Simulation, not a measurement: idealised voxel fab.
process module | voxel self aligned contacts
cross-section cut | 290 nm wide | cells 5 nm
A cross-section is a grid of square cells, given in bands from the top down. A band is one or more rows of cells.
Each band's line starts with the height of the band's top and of its bottom, in nm. Then come its materials from left to right, each with its width in nm. One material with "throughout" fills the band from edge to edge. "air" is empty space.
Height 0 is the level under which the wafer as received is all one material. The lowest band goes on downwards, as in "0 down".
A width such as "30 to 40" changes by the same amount from each row of cells to the next, from the band's top row to its bottom row.
"no change" after a step means that no cell of the cross-section changed.
closed voids: empty space of 8 cells or more with no open way to the top, each as width x height at its distance from the left edge, in nm
after a step's settings: what the simulator itself notes on the step
overlay nm, on a step with a mask: how far to the right of its planned place the mask lay; to the left if negative
plan
1 op RECEIVE | material Si
2 op CONFORMAL_DEP | material SiO2 | thk nm 5
3 op DIRECTIONAL_DEP | material polySi | thk nm 30
4 op DIRECTIONAL_DEP | material SiN | thk nm 20
5 op MASKED_ETCH | tone cover | mask id GATE | width nm 25 | pitch nm 60 | etch materials SiN | depth nm 20 | overlay nm 0
6 op MASKED_ETCH | tone cover | mask id GATE | width nm 25 | pitch nm 60 | etch materials polySi | depth nm 30 | overlay nm 0
7 op CONFORMAL_DEP | material SiN | thk nm 10
8 op DIRECTIONAL_ETCH | etch materials SiN | depth nm 10
9 op FILL_DEP | material SiO2 | thk nm 10
10 op CMP | height nm 60
11 op DIRECTIONAL_DEP | material aC | thk nm 15
12 op PATTERN | tone open | mask id CONTACT | material resist | width nm 45 | thk nm 35 | overlay nm 0
13 op DIRECTIONAL_ETCH | etch materials aC | depth nm 15
14 op STRIP | etch materials resist
15 op DIRECTIONAL_ETCH | etch materials SiO2 | depth nm 60
16 op STRIP | etch materials aC
17 op CONFORMAL_DEP | material TiN | thk nm 5
18 op FILL_DEP | material W | thk nm 5
19 op CMP | height nm 60
20 op CONFORMAL_DEP | material SiN | thk nm 5
as received, after step 1
  0 down: Si throughout
  closed voids: none
first wafer at the end, as planned
  65 to 60: SiN throughout
  60 to 55: SiO2 120 | TiN 20 | W 5 | TiN 20 | SiO2 125
  55 to 35: SiO2 90 | SiN 45 | TiN 5 | W 5 | TiN 5 | SiN 45 | SiO2 95
  35 to 5: SiO2 90 | SiN 10 | polySi 25 | SiN 10 | TiN 5 | W 5 | TiN 5 | SiN 10 | polySi 25 | SiN 10 | SiO2 95
  5 to 0: SiO2 135 | TiN 15 | SiO2 140
  0 down: Si throughout
  closed voids: none
second wafer at the end: like start, like plan, one mistake
  65 to 60: SiN throughout
  60 to 50: SiO2 120 | TiN 5 to 20 | W 35 to 5 | TiN 5 to 20 | SiO2 125
  50 to 30: SiO2 90 | SiN 45 | TiN 5 | W 5 | TiN 5 | SiN 45 | SiO2 95
  30 to 5: SiO2 90 | SiN 10 | polySi 25 | SiN 10 | TiN 5 | W 5 | TiN 5 | SiN 10 | polySi 25 | SiN 10 | SiO2 95
  5 to 0: SiO2 90 | SiN 10 | polySi 25 | SiN 10 | TiN 15 | SiN 10 | polySi 25 | SiN 10 | SiO2 95
  0 down: Si throughout
  closed voids: none
what went wrong: step 2 was left out
at the end the second wafer has, in cells: 6 fewer of SiO2 | 6 more of W
